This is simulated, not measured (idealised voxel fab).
This section sets out a process module, namely voxel wiring stack.
Cross-section cut spans 170 nm and uses square cells 5 nm in size.
A cross-section is written here as square cells arranged in a grid, and it is given in bands from the top down, each band taking up one or more rows of cells.
A band entry consists of two parts. The first gives the height of the band's top and the height of its bottom, in nm. The rest lists the band's materials from left to right, each with its width in nm. A single material labelled with the word "all across" fills the band from edge to edge, and the word "air" marks empty space.
All heights in this document are referenced to 0, defined as the level beneath which the wafer, as received, consists entirely of one material. The lowest band is not bounded below; it extends indefinitely downward and is written in the form "0 and below".
The width entry "30..40" should be interpreted row by row: the top row of cells in the band takes the first number, the bottom row takes the second number, and the change between adjacent rows is uniform throughout.
Step marked "same as before"? Then no cell in the cross-section changed in it.
Entry "Enclosed void catalog". Content: empty spaces with no open connection to the top, size 8 cells or greater. Each: width x height at distance. Distance: from left edge. Unit: nm.
Formally, on a step line, whatever follows the settings is a remark that the simulator itself makes on the step.
overlay nm: on a step with a mask, how far right of its planned place the mask lay; negative means left.

-- So here's the lineup of process steps we planned
1) RECEIVE with material Si
2) CONFORMAL_DEP with material SiO2, thk nm 10
3) DIRECTIONAL_DEP with material TiN, thk nm 5
4) DIRECTIONAL_DEP with material Ru, thk nm 25
5) DIRECTIONAL_DEP with material aC, thk nm 10
6) PATTERN with tone cover, mask id METAL_1, material resist, width nm 20, pitch nm 35, thk nm 30, overlay nm 0
7) DIRECTIONAL_ETCH with etch materials aC, depth nm 10
8) STRIP with etch materials resist
9) DIRECTIONAL_ETCH with etch materials Ru, depth nm 25
10) DIRECTIONAL_ETCH with etch materials TiN, depth nm 5
11) STRIP with etch materials aC
12) CONFORMAL_DEP with material SiN, thk nm 5
13) FILL_DEP with material lowk, thk nm 10
14) CMP with height nm 40
15) CONFORMAL_DEP with material SiCN, thk nm 5
16) DIRECTIONAL_DEP with material lowk, thk nm 25
17) DIRECTIONAL_DEP with material aC, thk nm 15
18) PATTERN with tone open, mask id METAL_2, material resist, width nm 20, pitch nm 35, thk nm 30, overlay nm 0
19) DIRECTIONAL_ETCH with etch materials aC, depth nm 15
20) STRIP with etch materials resist
21) DIRECTIONAL_ETCH with etch materials lowk, depth nm 15
22) STRIP with etch materials aC
23) DIRECTIONAL_DEP with material aC, thk nm 10
24) PATTERN with tone open, mask id METAL_2_HOLES, material resist, width nm 15, pitch nm 35, thk nm 25, overlay nm -15
25) DIRECTIONAL_ETCH with etch materials aC, depth nm 10
26) STRIP with etch materials resist
27) DIRECTIONAL_ETCH with etch materials lowk, depth nm 10
28) DIRECTIONAL_ETCH with etch materials SiCN, depth nm 5
29) STRIP with etch materials aC
30) CONFORMAL_DEP with material TiN, thk nm 5
31) FILL_DEP with material Ru, thk nm 5
32) CMP with height nm 70
33) CONFORMAL_DEP with material SiCN, thk nm 5
The plan's step 24 overlay nm is the first wafer's value; the wafers differ in this setting and start identical.

-- Cross-section, first of several wafers, as delivered after step 1
    0 and below  Si all across
    Enclosed void catalog: none

-- Module end state after final step 33: cross-section of the first of several wafers
    75 down to 70  SiCN all across
    70 down to 65  lowk=25; TiN=5; Ru=95; TiN=5; lowk=40
    65 down to 60  lowk=25; TiN=20; Ru=10; TiN=25; Ru=10; TiN=25; Ru=10; TiN=5; lowk=40
    60 down to 55  lowk=40; TiN=20; lowk=15; TiN=20; lowk=15; TiN=20; lowk=40
    55 down to 45  lowk all across
    45 down to 40  SiCN all across
    40 down to 15  lowk=35; SiN=5; Ru=20; SiN=5; lowk=5; SiN=5; Ru=20; SiN=5; lowk=5; SiN=5; Ru=20; SiN=5; lowk=35
    15 down to 10  SiN=40; TiN=20; SiN=15; TiN=20; SiN=15; TiN=20; SiN=40
    10 down to 0  SiO2 all across
    0 and below  Si all across
    Enclosed void catalog: none

-- Last-wafer cross-section at the end of the module
    75 down to 70  SiCN all across
    70 down to 60  lowk=40; TiN=5; Ru=20..10; TiN=5..15; lowk=5; TiN=5; Ru=20..10; TiN=5..15; lowk=5; TiN=5; Ru=20..10; TiN=5..15; lowk=30
    60 down to 55  lowk=40; TiN=20; lowk=15; TiN=20; lowk=15; TiN=20; lowk=40
    55 down to 45  lowk=55; TiN=5; lowk=30; TiN=5; lowk=30; TiN=5; lowk=40
    45 down to 40  SiCN=55; TiN=5; SiCN=30; TiN=5; SiCN=30; TiN=5; SiCN=40
    40 down to 15  lowk=35; SiN=5; Ru=20; SiN=5; lowk=5; SiN=5; Ru=20; SiN=5; lowk=5; SiN=5; Ru=20; SiN=5; lowk=35
    15 down to 10  SiN=40; TiN=20; SiN=15; TiN=20; SiN=15; TiN=20; SiN=40
    10 down to 0  SiO2 all across
    0 and below  Si all across
    Enclosed void catalog: none

-- Quick key for the table: a row per wafer, taken at the end of the module. For each material it tells you how many cells the wafer gained (+) or lost (-) since it came in, and the closed voids come after
overlay nm -15; +85 Ru; +68 SiCN; +52 SiN; +68 SiO2; +41 TiN; +196 lowk; Enclosed void catalog: none
overlay nm -10; +78 Ru; +65 SiCN; +52 SiN; +68 SiO2; +51 TiN; +196 lowk; Enclosed void catalog: none
overlay nm -5; +75 Ru; +62 SiCN; +52 SiN; +68 SiO2; +57 TiN; +196 lowk; Enclosed void catalog: none
overlay nm 0; +81 Ru; +59 SiCN; +52 SiN; +68 SiO2; +54 TiN; +196 lowk; Enclosed void catalog: none
overlay nm 5; +81 Ru; +59 SiCN; +52 SiN; +68 SiO2; +54 TiN; +196 lowk; Enclosed void catalog: none
overlay nm 10; +75 Ru; +62 SiCN; +52 SiN; +68 SiO2; +57 TiN; +196 lowk; Enclosed void catalog: none
overlay nm 15; +78 Ru; +65 SiCN; +52 SiN; +68 SiO2; +51 TiN; +196 lowk; Enclosed void catalog: none
